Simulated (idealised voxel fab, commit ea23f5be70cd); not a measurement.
Name of the process module below: voxel transistor to metal
The cross-section on display is named cut; it measures 215 nm wide, and its cells are 5 nm squares.
For the purposes of this document, a cross-section shall be understood as a grid of square cells, specified as bands listed in top-to-bottom order, each band consisting of one or more rows of cells. Look at the band entry: it leads with the top's height and the bottom's height in nm. Then it lists the materials left to right, with a width in nm for each. The word "everywhere" on a single material says that material fills the band edge to edge. The word "blank" is empty space. Height reference: 0 = level under which incoming wafer is all one material. Lowest band: no bottom, runs on downward, e.g. "0..down". A two-number width, for instance "30..40", indicates that the width is equal to the first number in the top row of the band and to the second number in the bottom row, and that it changes by a constant amount per row of cells. "all unchanged", as given for a step, is the statement that not any cell of the cross-section underwent a change during that step. "Enclosed void inventory" means: voids of 8 cells or more that are shut off from the top with no open way through. Written width x height at distance, distance from the left edge, in nm. Note: text after step settings on the step line = simulator remark on that step. The line of a step may include "overlay nm". On a step with a mask, this value is how far to the right of its planned place the mask lay. A negative value means the mask lay to the left.
[Planned process steps]
1. RECEIVE | material Si
2. CONFORMAL_DEP | material SiO2 | thk nm 5
3. CONFORMAL_DEP | material SiN | thk nm 10
4. DIRECTIONAL_DEP | material aC | thk nm 15
5. PATTERN | tone cover | mask id ACTIVE | material resist | width nm 115 | thk nm 30 | overlay nm 0
6. DIRECTIONAL_ETCH | etch materials aC | depth nm 15
7. STRIP | etch materials resist
8. DIRECTIONAL_ETCH | etch materials SiN | depth nm 10
9. DIRECTIONAL_ETCH | etch materials SiO2 | depth nm 5
10. DIRECTIONAL_ETCH | etch materials Si | depth nm 30
11. STRIP | etch materials aC
12. FILL_DEP | material SiO2 | thk nm 10
13. CMP | height nm 15
14. SELECTIVE_ETCH | etch materials SiO2 | depth nm 5
15. STRIP | etch materials SiN
16. SELECTIVE_ETCH | etch materials SiO2 | depth nm 5
17. OXIDIZE | depth nm 5
18. DIRECTIONAL_DEP | material polySi | thk nm 30
19. DIRECTIONAL_DEP | material SiCN | thk nm 15
20. MASKED_ETCH | tone cover | mask id GATE | width nm 35 | etch materials SiCN | depth nm 25 | overlay nm 0
21. MASKED_ETCH | tone cover | mask id GATE | width nm 35 | etch materials polySi | depth nm 40 | overlay nm 0
22. CONFORMAL_DEP | material SiO2 | thk nm 5
23. DIRECTIONAL_ETCH | etch materials SiO2 | depth nm 5
24. CONFORMAL_DEP | material SiN | thk nm 5
25. DIRECTIONAL_ETCH | etch materials SiN | depth nm 5
26. DIRECTIONAL_ETCH | etch materials SiO2 | depth nm 5
27. DIRECTIONAL_ETCH | etch materials Si | depth nm 15
28. EPI | material pSi | thk nm 20
29. FILL_DEP | material SiO2 | thk nm 5
30. CMP | height nm 30
31. STRIP | etch materials polySi
32. SELECTIVE_ETCH | etch materials SiO2 | depth nm 5
33. CONFORMAL_DEP | material HfO2 | thk nm 5
34. CONFORMAL_DEP | material TiN | thk nm 5
35. FILL_DEP | material W | thk nm 5
36. CMP | height nm 25
37. DIRECTIONAL_DEP | material SiO2 | thk nm 10
38. MASKED_ETCH | tone open | mask id CONTACT | width nm 20 | pitch nm 85 | etch materials SiO2 | depth nm 20 | overlay nm 0
39. CONFORMAL_DEP | material TiN | thk nm 5
40. FILL_DEP | material W | thk nm 5
41. CMP | height nm 35
42. DIRECTIONAL_DEP | material TiN | thk nm 5
43. DIRECTIONAL_DEP | material W | thk nm 15
44. MASKED_ETCH | tone cover | mask id METAL_1 | width nm 20 | pitch nm 85 | etch materials W | depth nm 15 | overlay nm 0
45. MASKED_ETCH | tone cover | mask id METAL_1 | width nm 20 | pitch nm 85 | etch materials TiN | depth nm 5 | overlay nm 0
46. FILL_DEP | material SiO2 | thk nm 5
47. CMP | height nm 55
48. CONFORMAL_DEP | material SiN | thk nm 5
[First out of two wafers; run went to plan]
[Cross-section of the incoming wafer, state after step 1]
* 0..down = Si everywhere
* Enclosed void inventory: none
[Once step 2 is through, the wafer looks like this in cross-section]
* 5..0 = SiO2 everywhere
* Heights below 0 show no change.
[Once step 3 is through, the wafer looks like this in cross-section]
* 15..5 = SiN everywhere
* Heights below 5 show no change.
[Once step 4 is through, the wafer looks like this in cross-section]
* 30..15 = aC everywhere
* Heights below 15 show no change.
[Once step 5 is through, the wafer looks like this in cross-section]
* 60..30 = 50 blank / 115 resist / 50 blank
* Heights below 30 show no change.
[Once step 6 is through, the wafer looks like this in cross-section]
* 45..30 = 50 blank / 115 resist / 50 blank
* 30..15 = 50 blank / 115 aC / 50 blank
* Heights below 15 show no change.
[Once step 7 is through, the wafer looks like this in cross-section]
* 30..15 = 50 blank / 115 aC / 50 blank
* Heights below 15 show no change.
[Once step 8 is through, the wafer looks like this in cross-section]
* 30..15 = 50 blank / 115 aC / 50 blank
* 15..5 = 50 blank / 115 SiN / 50 blank
* Heights below 5 show no change.
[Once step 9 is through, the wafer looks like this in cross-section]
* 30..15 = 50 blank / 115 aC / 50 blank
* 15..5 = 50 blank / 115 SiN / 50 blank
* 5..0 = 50 blank / 115 SiO2 / 50 blank
* Heights below 0 show no change.
[Once step 10 is through, the wafer looks like this in cross-section]
* 30..15 = 50 blank / 115 aC / 50 blank
* 15..5 = 50 blank / 115 SiN / 50 blank
* 5..0 = 50 blank / 115 SiO2 / 50 blank
* 0..-30 = 50 blank / 115 Si / 50 blank
* Heights below -30 show no change.
[Once step 11 is through, the wafer looks like this in cross-section]
* 15..5 = 50 blank / 115 SiN / 50 blank
* Heights below 5 show no change.
[Once step 12 is through, the wafer looks like this in cross-section]
* 25..15 = SiO2 everywhere
* 15..5 = 50 SiO2 / 115 SiN / 50 SiO2
* 5..0 = SiO2 everywhere
* 0..-30 = 50 SiO2 / 115 Si / 50 SiO2
* Heights below -30 show no change.
[Once step 13 is through, the wafer looks like this in cross-section]
* 15..5 = 50 SiO2 / 115 SiN / 50 SiO2
* Heights below 5 show no change.
[Once step 14 is through, the wafer looks like this in cross-section]
* 15..10 = 50 blank / 115 SiN / 50 blank
* Heights below 10 show no change.
[Once step 15 is through, the wafer looks like this in cross-section]
* 10..5 = 50 SiO2 / 115 blank / 50 SiO2
* Heights below 5 show no change.
[Once step 16 is through, the wafer looks like this in cross-section]
* 5..0 = 45 SiO2 / 125 blank / 45 SiO2
* Heights below 0 show no change.
[Once step 17 is through, the wafer looks like this in cross-section]
* 5..0 = 45 SiO2 / 125 blank / 45 SiO2
* 0..-5 = SiO2 everywhere
* Heights below -5 show no change.
[Once step 18 is through, the wafer looks like this in cross-section]
* 35..30 = 45 polySi / 125 blank / 45 polySi
* 30..5 = polySi everywhere
* 5..0 = 45 SiO2 / 125 polySi / 45 SiO2
* Heights below 0 show no change.
[Once step 19 is through, the wafer looks like this in cross-section]
* 50..45 = 45 SiCN / 125 blank / 45 SiCN
* 45..35 = SiCN everywhere
* 35..30 = 45 polySi / 125 SiCN / 45 polySi
* Heights below 30 show no change.
[Once step 20 is through, the wafer looks like this in cross-section]
* 45..35 = 90 blank / 35 SiCN / 90 blank
* 35..30 = 45 polySi / 45 blank / 35 SiCN / 45 blank / 45 polySi
* Heights below 30 show no change.
[Once step 21 is through, the wafer looks like this in cross-section]
* 45..30 = 90 blank / 35 SiCN / 90 blank
* 30..5 = 90 blank / 35 polySi / 90 blank
* 5..0 = 45 SiO2 / 45 blank / 35 polySi / 45 blank / 45 SiO2
* Heights below 0 show no change.
[Once step 22 is through, the wafer looks like this in cross-section]
* 50..45 = 85 blank / 45 SiO2 / 85 blank
* 45..30 = 85 blank / 5 SiO2 / 35 SiCN / 5 SiO2 / 85 blank
* 30..10 = 85 blank / 5 SiO2 / 35 polySi / 5 SiO2 / 85 blank
* 10..5 = 50 SiO2 / 35 blank / 5 SiO2 / 35 polySi / 5 SiO2 / 35 blank / 50 SiO2
* 5..0 = 90 SiO2 / 35 polySi / 90 SiO2
* Heights below 0 show no change.
[Once step 23 is through, the wafer looks like this in cross-section]
* 45..30 = 85 blank / 5 SiO2 / 35 SiCN / 5 SiO2 / 85 blank
* 30..5 = 85 blank / 5 SiO2 / 35 polySi / 5 SiO2 / 85 blank
* 5..0 = 50 SiO2 / 35 blank / 5 SiO2 / 35 polySi / 5 SiO2 / 35 blank / 50 SiO2
* Heights below 0 show no change.
[Once step 24 is through, the wafer looks like this in cross-section]
* 50..45 = 80 blank / 55 SiN / 80 blank
* 45..30 = 80 blank / 5 SiN / 5 SiO2 / 35 SiCN / 5 SiO2 / 5 SiN / 80 blank
* 30..10 = 80 blank / 5 SiN / 5 SiO2 / 35 polySi / 5 SiO2 / 5 SiN / 80 blank
* 10..5 = 55 SiN / 25 blank / 5 SiN / 5 SiO2 / 35 polySi / 5 SiO2 / 5 SiN / 25 blank / 55 SiN
* 5..0 = 50 SiO2 / 35 SiN / 5 SiO2 / 35 polySi / 5 SiO2 / 35 SiN / 50 SiO2
* Heights below 0 show no change.
[Once step 25 is through, the wafer looks like this in cross-section]
* 45..30 = 80 blank / 5 SiN / 5 SiO2 / 35 SiCN / 5 SiO2 / 5 SiN / 80 blank
* 30..5 = 80 blank / 5 SiN / 5 SiO2 / 35 polySi / 5 SiO2 / 5 SiN / 80 blank
* 5..0 = 50 SiO2 / 5 SiN / 25 blank / 5 SiN / 5 SiO2 / 35 polySi / 5 SiO2 / 5 SiN / 25 blank / 5 SiN / 50 SiO2
* Heights below 0 show no change.
[Once step 26 is through, the wafer looks like this in cross-section]
* 45..40 = 80 blank / 5 SiN / 5 blank / 35 SiCN / 5 blank / 5 SiN / 80 blank
* 40..30 = 80 blank / 5 SiN / 5 SiO2 / 35 SiCN / 5 SiO2 / 5 SiN / 80 blank
* 30..5 = 80 blank / 5 SiN / 5 SiO2 / 35 polySi / 5 SiO2 / 5 SiN / 80 blank
* 5..0 = 50 blank / 5 SiN / 25 blank / 5 SiN / 5 SiO2 / 35 polySi / 5 SiO2 / 5 SiN / 25 blank / 5 SiN / 50 blank
* 0..-5 = 55 SiO2 / 25 blank / 55 SiO2 / 25 blank / 55 SiO2
* Heights below -5 show no change.
[Once step 27 is through, the wafer looks like this in cross-section]
* 45..40 = 80 blank / 5 SiN / 5 blank / 35 SiCN / 5 blank / 5 SiN / 80 blank
* 40..30 = 80 blank / 5 SiN / 5 SiO2 / 35 SiCN / 5 SiO2 / 5 SiN / 80 blank
* 30..5 = 80 blank / 5 SiN / 5 SiO2 / 35 polySi / 5 SiO2 / 5 SiN / 80 blank
* 5..0 = 50 blank / 5 SiN / 25 blank / 5 SiN / 5 SiO2 / 35 polySi / 5 SiO2 / 5 SiN / 25 blank / 5 SiN / 50 blank
* 0..-5 = 55 SiO2 / 25 blank / 55 SiO2 / 25 blank / 55 SiO2
* -5..-20 = 50 SiO2 / 5 Si / 25 blank / 55 Si / 25 blank / 5 Si / 50 SiO2
* Heights below -20 show no change.
[Once step 28 is through, the wafer looks like this in cross-section]
* 45..40 = 80 blank / 5 SiN / 5 blank / 35 SiCN / 5 blank / 5 SiN / 80 blank
* 40..30 = 80 blank / 5 SiN / 5 SiO2 / 35 SiCN / 5 SiO2 / 5 SiN / 80 blank
* 30..15 = 80 blank / 5 SiN / 5 SiO2 / 35 polySi / 5 SiO2 / 5 SiN / 80 blank
* 15..5 = 45 blank / 35 pSi / 5 SiN / 5 SiO2 / 35 polySi / 5 SiO2 / 5 SiN / 35 pSi / 45 blank
* 5..0 = 45 blank / 5 pSi / 5 SiN / 25 pSi / 5 SiN / 5 SiO2 / 35 polySi / 5 SiO2 / 5 SiN / 25 pSi / 5 SiN / 5 pSi / 45 blank
* 0..-5 = 55 SiO2 / 25 pSi / 55 SiO2 / 25 pSi / 55 SiO2
* -5..-20 = 50 SiO2 / 5 Si / 25 pSi / 55 Si / 25 pSi / 5 Si / 50 SiO2
* Heights below -20 show no change.
[Once step 29 is through, the wafer looks like this in cross-section]
* 50..45 = SiO2 everywhere
* 45..30 = 80 SiO2 / 5 SiN / 5 SiO2 / 35 SiCN / 5 SiO2 / 5 SiN / 80 SiO2
* 30..15 = 80 SiO2 / 5 SiN / 5 SiO2 / 35 polySi / 5 SiO2 / 5 SiN / 80 SiO2
* 15..5 = 45 SiO2 / 35 pSi / 5 SiN / 5 SiO2 / 35 polySi / 5 SiO2 / 5 SiN / 35 pSi / 45 SiO2
* 5..0 = 45 SiO2 / 5 pSi / 5 SiN / 25 pSi / 5 SiN / 5 SiO2 / 35 polySi / 5 SiO2 / 5 SiN / 25 pSi / 5 SiN / 5 pSi / 45 SiO2
* Heights below 0 show no change.
[Once step 30 is through, the wafer looks like this in cross-section]
* 30..15 = 80 SiO2 / 5 SiN / 5 SiO2 / 35 polySi / 5 SiO2 / 5 SiN / 80 SiO2
* Heights below 15 show no change.
[Once step 31 is through, the wafer looks like this in cross-section]
* 30..15 = 80 SiO2 / 5 SiN / 5 SiO2 / 35 blank / 5 SiO2 / 5 SiN / 80 SiO2
* 15..5 = 45 SiO2 / 35 pSi / 5 SiN / 5 SiO2 / 35 blank / 5 SiO2 / 5 SiN / 35 pSi / 45 SiO2
* 5..0 = 45 SiO2 / 5 pSi / 5 SiN / 25 pSi / 5 SiN / 5 SiO2 / 35 blank / 5 SiO2 / 5 SiN / 25 pSi / 5 SiN / 5 pSi / 45 SiO2
* Heights below 0 show no change.
[Once step 32 is through, the wafer looks like this in cross-section]
* 30..25 = 80 blank / 5 SiN / 45 blank / 5 SiN / 80 blank
* 25..15 = 80 SiO2 / 5 SiN / 45 blank / 5 SiN / 80 SiO2
* 15..5 = 45 SiO2 / 35 pSi / 5 SiN / 45 blank / 5 SiN / 35 pSi / 45 SiO2
* 5..0 = 45 SiO2 / 5 pSi / 5 SiN / 25 pSi / 5 SiN / 45 blank / 5 SiN / 25 pSi / 5 SiN / 5 pSi / 45 SiO2
* 0..-5 = 55 SiO2 / 25 pSi / 5 SiO2 / 45 blank / 5 SiO2 / 25 pSi / 55 SiO2
* Heights below -5 show no change.
[Once step 33 is through, the wafer looks like this in cross-section]
* 35..30 = 75 blank / 15 HfO2 / 35 blank / 15 HfO2 / 75 blank
* 30..25 = 80 HfO2 / 5 SiN / 5 HfO2 / 35 blank / 5 HfO2 / 5 SiN / 80 HfO2
* 25..15 = 80 SiO2 / 5 SiN / 5 HfO2 / 35 blank / 5 HfO2 / 5 SiN / 80 SiO2
* 15..5 = 45 SiO2 / 35 pSi / 5 SiN / 5 HfO2 / 35 blank / 5 HfO2 / 5 SiN / 35 pSi / 45 SiO2
* 5..0 = 45 SiO2 / 5 pSi / 5 SiN / 25 pSi / 5 SiN / 5 HfO2 / 35 blank / 5 HfO2 / 5 SiN / 25 pSi / 5 SiN / 5 pSi / 45 SiO2
* 0..-5 = 55 SiO2 / 25 pSi / 5 SiO2 / 45 HfO2 / 5 SiO2 / 25 pSi / 55 SiO2
* Heights below -5 show no change.
[Once step 34 is through, the wafer looks like this in cross-section]
* 40..35 = 70 blank / 25 TiN / 25 blank / 25 TiN / 70 blank
* 35..30 = 75 TiN / 15 HfO2 / 5 TiN / 25 blank / 5 TiN / 15 HfO2 / 75 TiN
* 30..25 = 80 HfO2 / 5 SiN / 5 HfO2 / 5 TiN / 25 blank / 5 TiN / 5 HfO2 / 5 SiN / 80 HfO2
* 25..15 = 80 SiO2 / 5 SiN / 5 HfO2 / 5 TiN / 25 blank / 5 TiN / 5 HfO2 / 5 SiN / 80 SiO2
* 15..5 = 45 SiO2 / 35 pSi / 5 SiN / 5 HfO2 / 5 TiN / 25 blank / 5 TiN / 5 HfO2 / 5 SiN / 35 pSi / 45 SiO2
* 5..0 = 45 SiO2 / 5 pSi / 5 SiN / 25 pSi / 5 SiN / 5 HfO2 / 35 TiN / 5 HfO2 / 5 SiN / 25 pSi / 5 SiN / 5 pSi / 45 SiO2
* Heights below 0 show no change.
[Once step 35 is through, the wafer looks like this in cross-section]
* 45..40 = W everywhere
* 40..35 = 70 W / 25 TiN / 25 W / 25 TiN / 70 W
* 35..30 = 75 TiN / 15 HfO2 / 5 TiN / 25 W / 5 TiN / 15 HfO2 / 75 TiN
* 30..25 = 80 HfO2 / 5 SiN / 5 HfO2 / 5 TiN / 25 W / 5 TiN / 5 HfO2 / 5 SiN / 80 HfO2
* 25..15 = 80 SiO2 / 5 SiN / 5 HfO2 / 5 TiN / 25 W / 5 TiN / 5 HfO2 / 5 SiN / 80 SiO2
* 15..5 = 45 SiO2 / 35 pSi / 5 SiN / 5 HfO2 / 5 TiN / 25 W / 5 TiN / 5 HfO2 / 5 SiN / 35 pSi / 45 SiO2
* Heights below 5 show no change.
[Once step 36 is through, the wafer looks like this in cross-section]
* 25..15 = 80 SiO2 / 5 SiN / 5 HfO2 / 5 TiN / 25 W / 5 TiN / 5 HfO2 / 5 SiN / 80 SiO2
* Heights below 15 show no change.
[Once step 37 is through, the wafer looks like this in cross-section]
* 35..25 = SiO2 everywhere
* Heights below 25 show no change.
[Once step 38 is through, the wafer looks like this in cross-section]
* 35..25 = 55 SiO2 / 20 blank / 65 SiO2 / 20 blank / 55 SiO2
* 25..15 = 55 SiO2 / 20 blank / 5 SiO2 / 5 SiN / 5 HfO2 / 5 TiN / 25 W / 5 TiN / 5 HfO2 / 5 SiN / 5 SiO2 / 20 blank / 55 SiO2
* Heights below 15 show no change.
[Once step 39 is through, the wafer looks like this in cross-section]
* 40..35 = 60 TiN / 10 blank / 75 TiN / 10 blank / 60 TiN
* 35..25 = 55 SiO2 / 5 TiN / 10 blank / 5 TiN / 65 SiO2 / 5 TiN / 10 blank / 5 TiN / 55 SiO2
* 25..20 = 55 SiO2 / 5 TiN / 10 blank / 5 TiN / 5 SiO2 / 5 SiN / 5 HfO2 / 5 TiN / 25 W / 5 TiN / 5 HfO2 / 5 SiN / 5 SiO2 / 5 TiN / 10 blank / 5 TiN / 55 SiO2
* 20..15 = 55 SiO2 / 20 TiN / 5 SiO2 / 5 SiN / 5 HfO2 / 5 TiN / 25 W / 5 TiN / 5 HfO2 / 5 SiN / 5 SiO2 / 20 TiN / 55 SiO2
* Heights below 15 show no change.
[Once step 40 is through, the wafer looks like this in cross-section]
* 45..40 = W everywhere
* 40..35 = 60 TiN / 10 W / 75 TiN / 10 W / 60 TiN
* 35..25 = 55 SiO2 / 5 TiN / 10 W / 5 TiN / 65 SiO2 / 5 TiN / 10 W / 5 TiN / 55 SiO2
* 25..20 = 55 SiO2 / 5 TiN / 10 W / 5 TiN / 5 SiO2 / 5 SiN / 5 HfO2 / 5 TiN / 25 W / 5 TiN / 5 HfO2 / 5 SiN / 5 SiO2 / 5 TiN / 10 W / 5 TiN / 55 SiO2
* Heights below 20 show no change.
[Once step 41 is through, the wafer looks like this in cross-section]
* 35..25 = 55 SiO2 / 5 TiN / 10 W / 5 TiN / 65 SiO2 / 5 TiN / 10 W / 5 TiN / 55 SiO2
* Heights below 25 show no change.
[Once step 42 is through, the wafer looks like this in cross-section]
* 40..35 = TiN everywhere
* Heights below 35 show no change.
[Once step 43 is through, the wafer looks like this in cross-section]
* 55..40 = W everywhere
* Heights below 40 show no change.
[Once step 44 is through, the wafer looks like this in cross-section]
* 55..40 = 55 blank / 20 W / 65 blank / 20 W / 55 blank
* Heights below 40 show no change.
[Once step 45 is through, the wafer looks like this in cross-section]
* 55..40 = 55 blank / 20 W / 65 blank / 20 W / 55 blank
* 40..35 = 55 blank / 20 TiN / 65 blank / 20 TiN / 55 blank
* Heights below 35 show no change.
[Once step 46 is through, the wafer looks like this in cross-section]
* 60..55 = SiO2 everywhere
* 55..40 = 55 SiO2 / 20 W / 65 SiO2 / 20 W / 55 SiO2
* 40..35 = 55 SiO2 / 20 TiN / 65 SiO2 / 20 TiN / 55 SiO2
* Heights below 35 show no change.
[Once step 47 is through, the wafer looks like this in cross-section]
* 55..40 = 55 SiO2 / 20 W / 65 SiO2 / 20 W / 55 SiO2
* Heights below 40 show no change.
[Once step 48 is through, the wafer looks like this in cross-section]
* 60..55 = SiN everywhere
* Heights below 55 show no change.
[Wafer two of two - same starting point, same process plan, one mistake in execution; matches wafer one up to and including step 26]
[Second wafer, cross-section, planned end of step 27]
* 45..40 = 80 blank / 5 SiN / 5 blank / 35 SiCN / 5 blank / 5 SiN / 80 blank
* 40..30 = 80 blank / 5 SiN / 5 SiO2 / 35 SiCN / 5 SiO2 / 5 SiN / 80 blank
* 30..5 = 80 blank / 5 SiN / 5 SiO2 / 35 polySi / 5 SiO2 / 5 SiN / 80 blank
* 5..0 = 50 blank / 5 SiN / 25 blank / 5 SiN / 5 SiO2 / 35 polySi / 5 SiO2 / 5 SiN / 25 blank / 5 SiN / 50 blank
* 0..-5 = 55 SiO2 / 25 blank / 55 SiO2 / 25 blank / 55 SiO2
* -5..-30 = 50 SiO2 / 5 Si / 25 blank / 55 Si / 25 blank / 5 Si / 50 SiO2
* -30..-35 = 55 Si / 25 blank / 55 Si / 25 blank / 55 Si
* Heights below -35 show no change.
[Second wafer, cross-section, planned end of step 28]
* 45..40 = 80 blank / 5 SiN / 5 blank / 35 SiCN / 5 blank / 5 SiN / 80 blank
* 40..30 = 80 blank / 5 SiN / 5 SiO2 / 35 SiCN / 5 SiO2 / 5 SiN / 80 blank
* 30..15 = 80 blank / 5 SiN / 5 SiO2 / 35 polySi / 5 SiO2 / 5 SiN / 80 blank
* 15..5 = 45 blank / 35 pSi / 5 SiN / 5 SiO2 / 35 polySi / 5 SiO2 / 5 SiN / 35 pSi / 45 blank
* 5..0 = 45 blank / 5 pSi / 5 SiN / 25 pSi / 5 SiN / 5 SiO2 / 35 polySi / 5 SiO2 / 5 SiN / 25 pSi / 5 SiN / 5 pSi / 45 blank
* 0..-5 = 55 SiO2 / 25 pSi / 55 SiO2 / 25 pSi / 55 SiO2
* -5..-30 = 50 SiO2 / 5 Si / 25 pSi / 55 Si / 25 pSi / 5 Si / 50 SiO2
* -30..-35 = 55 Si / 25 pSi / 55 Si / 25 pSi / 55 Si
* Heights below -35 show no change.
[Second wafer, cross-section, planned end of step 29]
* 50..45 = SiO2 everywhere
* 45..30 = 80 SiO2 / 5 SiN / 5 SiO2 / 35 SiCN / 5 SiO2 / 5 SiN / 80 SiO2
* 30..15 = 80 SiO2 / 5 SiN / 5 SiO2 / 35 polySi / 5 SiO2 / 5 SiN / 80 SiO2
* 15..5 = 45 SiO2 / 35 pSi / 5 SiN / 5 SiO2 / 35 polySi / 5 SiO2 / 5 SiN / 35 pSi / 45 SiO2
* 5..0 = 45 SiO2 / 5 pSi / 5 SiN / 25 pSi / 5 SiN / 5 SiO2 / 35 polySi / 5 SiO2 / 5 SiN / 25 pSi / 5 SiN / 5 pSi / 45 SiO2
* Heights below 0 show no change.
[Second wafer, cross-section, planned end of step 30]
* 30..15 = 80 SiO2 / 5 SiN / 5 SiO2 / 35 polySi / 5 SiO2 / 5 SiN / 80 SiO2
* Heights below 15 show no change.
[Second wafer, cross-section, planned end of step 31]
* 30..15 = 80 SiO2 / 5 SiN / 5 SiO2 / 35 blank / 5 SiO2 / 5 SiN / 80 SiO2
* 15..5 = 45 SiO2 / 35 pSi / 5 SiN / 5 SiO2 / 35 blank / 5 SiO2 / 5 SiN / 35 pSi / 45 SiO2
* 5..0 = 45 SiO2 / 5 pSi / 5 SiN / 25 pSi / 5 SiN / 5 SiO2 / 35 blank / 5 SiO2 / 5 SiN / 25 pSi / 5 SiN / 5 pSi / 45 SiO2
* Heights below 0 show no change.
[Second wafer, cross-section, planned end of step 32]
* 30..25 = 80 blank / 5 SiN / 45 blank / 5 SiN / 80 blank
* 25..15 = 80 SiO2 / 5 SiN / 45 blank / 5 SiN / 80 SiO2
* 15..5 = 45 SiO2 / 35 pSi / 5 SiN / 45 blank / 5 SiN / 35 pSi / 45 SiO2
* 5..0 = 45 SiO2 / 5 pSi / 5 SiN / 25 pSi / 5 SiN / 45 blank / 5 SiN / 25 pSi / 5 SiN / 5 pSi / 45 SiO2
* 0..-5 = 55 SiO2 / 25 pSi / 5 SiO2 / 45 blank / 5 SiO2 / 25 pSi / 55 SiO2
* Heights below -5 show no change.
[Second wafer, cross-section, planned end of step 33]
* 35..30 = 75 blank / 15 HfO2 / 35 blank / 15 HfO2 / 75 blank
* 30..25 = 80 HfO2 / 5 SiN / 5 HfO2 / 35 blank / 5 HfO2 / 5 SiN / 80 HfO2
* 25..15 = 80 SiO2 / 5 SiN / 5 HfO2 / 35 blank / 5 HfO2 / 5 SiN / 80 SiO2
* 15..5 = 45 SiO2 / 35 pSi / 5 SiN / 5 HfO2 / 35 blank / 5 HfO2 / 5 SiN / 35 pSi / 45 SiO2
* 5..0 = 45 SiO2 / 5 pSi / 5 SiN / 25 pSi / 5 SiN / 5 HfO2 / 35 blank / 5 HfO2 / 5 SiN / 25 pSi / 5 SiN / 5 pSi / 45 SiO2
* 0..-5 = 55 SiO2 / 25 pSi / 5 SiO2 / 45 HfO2 / 5 SiO2 / 25 pSi / 55 SiO2
* Heights below -5 show no change.
[Second wafer, cross-section, planned end of step 34]
* 40..35 = 70 blank / 25 TiN / 25 blank / 25 TiN / 70 blank
* 35..30 = 75 TiN / 15 HfO2 / 5 TiN / 25 blank / 5 TiN / 15 HfO2 / 75 TiN
* 30..25 = 80 HfO2 / 5 SiN / 5 HfO2 / 5 TiN / 25 blank / 5 TiN / 5 HfO2 / 5 SiN / 80 HfO2
* 25..15 = 80 SiO2 / 5 SiN / 5 HfO2 / 5 TiN / 25 blank / 5 TiN / 5 HfO2 / 5 SiN / 80 SiO2
* 15..5 = 45 SiO2 / 35 pSi / 5 SiN / 5 HfO2 / 5 TiN / 25 blank / 5 TiN / 5 HfO2 / 5 SiN / 35 pSi / 45 SiO2
* 5..0 = 45 SiO2 / 5 pSi / 5 SiN / 25 pSi / 5 SiN / 5 HfO2 / 35 TiN / 5 HfO2 / 5 SiN / 25 pSi / 5 SiN / 5 pSi / 45 SiO2
* Heights below 0 show no change.
[Second wafer, cross-section, planned end of step 35]
* 45..40 = W everywhere
* 40..35 = 70 W / 25 TiN / 25 W / 25 TiN / 70 W
* 35..30 = 75 TiN / 15 HfO2 / 5 TiN / 25 W / 5 TiN / 15 HfO2 / 75 TiN
* 30..25 = 80 HfO2 / 5 SiN / 5 HfO2 / 5 TiN / 25 W / 5 TiN / 5 HfO2 / 5 SiN / 80 HfO2
* 25..15 = 80 SiO2 / 5 SiN / 5 HfO2 / 5 TiN / 25 W / 5 TiN / 5 HfO2 / 5 SiN / 80 SiO2
* 15..5 = 45 SiO2 / 35 pSi / 5 SiN / 5 HfO2 / 5 TiN / 25 W / 5 TiN / 5 HfO2 / 5 SiN / 35 pSi / 45 SiO2
* Heights below 5 show no change.
[Second wafer, cross-section, planned end of step 36]
* 25..15 = 80 SiO2 / 5 SiN / 5 HfO2 / 5 TiN / 25 W / 5 TiN / 5 HfO2 / 5 SiN / 80 SiO2
* Heights below 15 show no change.
[Second wafer, cross-section, planned end of step 37]
* 35..25 = SiO2 everywhere
* Heights below 25 show no change.
[Second wafer, cross-section, planned end of step 38]
* 35..25 = 55 SiO2 / 20 blank / 65 SiO2 / 20 blank / 55 SiO2
* 25..15 = 55 SiO2 / 20 blank / 5 SiO2 / 5 SiN / 5 HfO2 / 5 TiN / 25 W / 5 TiN / 5 HfO2 / 5 SiN / 5 SiO2 / 20 blank / 55 SiO2
* Heights below 15 show no change.
[Second wafer, cross-section, planned end of step 39]
* 40..35 = 60 TiN / 10 blank / 75 TiN / 10 blank / 60 TiN
* 35..25 = 55 SiO2 / 5 TiN / 10 blank / 5 TiN / 65 SiO2 / 5 TiN / 10 blank / 5 TiN / 55 SiO2
* 25..20 = 55 SiO2 / 5 TiN / 10 blank / 5 TiN / 5 SiO2 / 5 SiN / 5 HfO2 / 5 TiN / 25 W / 5 TiN / 5 HfO2 / 5 SiN / 5 SiO2 / 5 TiN / 10 blank / 5 TiN / 55 SiO2
* 20..15 = 55 SiO2 / 20 TiN / 5 SiO2 / 5 SiN / 5 HfO2 / 5 TiN / 25 W / 5 TiN / 5 HfO2 / 5 SiN / 5 SiO2 / 20 TiN / 55 SiO2
* Heights below 15 show no change.
[Second wafer, cross-section, planned end of step 40]
* 45..40 = W everywhere
* 40..35 = 60 TiN / 10 W / 75 TiN / 10 W / 60 TiN
* 35..25 = 55 SiO2 / 5 TiN / 10 W / 5 TiN / 65 SiO2 / 5 TiN / 10 W / 5 TiN / 55 SiO2
* 25..20 = 55 SiO2 / 5 TiN / 10 W / 5 TiN / 5 SiO2 / 5 SiN / 5 HfO2 / 5 TiN / 25 W / 5 TiN / 5 HfO2 / 5 SiN / 5 SiO2 / 5 TiN / 10 W / 5 TiN / 55 SiO2
* Heights below 20 show no change.
[Second wafer, cross-section, planned end of step 41]
* 35..25 = 55 SiO2 / 5 TiN / 10 W / 5 TiN / 65 SiO2 / 5 TiN / 10 W / 5 TiN / 55 SiO2
* Heights below 25 show no change.
[Second wafer, cross-section, planned end of step 42]
* 40..35 = TiN everywhere
* Heights below 35 show no change.
[Second wafer, cross-section, planned end of step 43]
* 55..40 = W everywhere
* Heights below 40 show no change.
[Second wafer, cross-section, planned end of step 44]
* 55..40 = 55 blank / 20 W / 65 blank / 20 W / 55 blank
* Heights below 40 show no change.
[Second wafer, cross-section, planned end of step 45]
* 55..40 = 55 blank / 20 W / 65 blank / 20 W / 55 blank
* 40..35 = 55 blank / 20 TiN / 65 blank / 20 TiN / 55 blank
* Heights below 35 show no change.
[Second wafer, cross-section, planned end of step 46]
* 60..55 = SiO2 everywhere
* 55..40 = 55 SiO2 / 20 W / 65 SiO2 / 20 W / 55 SiO2
* 40..35 = 55 SiO2 / 20 TiN / 65 SiO2 / 20 TiN / 55 SiO2
* Heights below 35 show no change.
[Second wafer, cross-section, planned end of step 47]
* 55..40 = 55 SiO2 / 20 W / 65 SiO2 / 20 W / 55 SiO2
* Heights below 40 show no change.
[Second wafer, cross-section, planned end of step 48]
* 60..55 = SiN everywhere
* Heights below 55 show no change.
In executing the process, a mistake was made relative to the plan: plan step 27 was conducted twice
The closing comparison, in cells, has the second wafer with more or fewer of some materials than the first: -30 Si | +30 pSi
